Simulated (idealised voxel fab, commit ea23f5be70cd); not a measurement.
process module | voxel released beams
cross-section cut | 295 nm wide | cells 5 nm
A cross-section is a grid of square cells, given in bands from the top down. A band is one or more rows of cells.
Each band's line starts with the height of the band's top and of its bottom, in nm. Then come its materials from left to right, each with its width in nm. One material with "throughout" fills the band from edge to edge. "air" is empty space.
Height 0 is the level under which the wafer as received is all one material. The lowest band goes on downwards, as in "0 down".
A width such as "30 to 40" changes by the same amount from each row of cells to the next, from the band's top row to its bottom row.
"no change" after a step means that no cell of the cross-section changed.
closed voids: empty space of 8 cells or more with no open way to the top, each as width x height at its distance from the left edge, in nm
after a step's settings: what the simulator itself notes on the step
overlay nm, on a step with a mask: how far to the right of its planned place the mask lay; to the left if negative
plan
1 op RECEIVE | material Si
2 op CONFORMAL_DEP | material SiN | thk nm 5
3 op DIRECTIONAL_DEP | material SiO2 | thk nm 15
4 op PATTERN | tone open | mask id ANCHOR | material resist | width nm 35 | thk nm 15 | overlay nm 0
5 op DIRECTIONAL_ETCH | etch materials SiO2 | depth nm 15
6 op STRIP | etch materials resist
7 op CONFORMAL_DEP | material polySi | thk nm 15
8 op DIRECTIONAL_DEP | material aC | thk nm 15
9 op PATTERN | tone cover | mask id BEAM | material resist | width nm 110 | thk nm 35 | overlay nm 0
10 op DIRECTIONAL_ETCH | etch materials aC | depth nm 15
11 op STRIP | etch materials resist
12 op DIRECTIONAL_ETCH | etch materials polySi | depth nm 15
13 op STRIP | etch materials aC
14 op STRIP | etch materials SiO2
as received, after step 1
  0 down: Si throughout
  closed voids: none
a wafer at the end: this start, this plan, one mistake
  35 to 20: air 100 | polySi 10 | air 5 | polySi 95 | air 85
  20 to 5: air 95 | polySi 35 | air 165
  5 to 0: SiN throughout
  0 down: Si throughout
  closed voids: none
what went wrong: step 9 ran as: op PATTERN | tone cover | mask id BEAM | material resist | width nm 110 | thk nm 35 | overlay nm 10
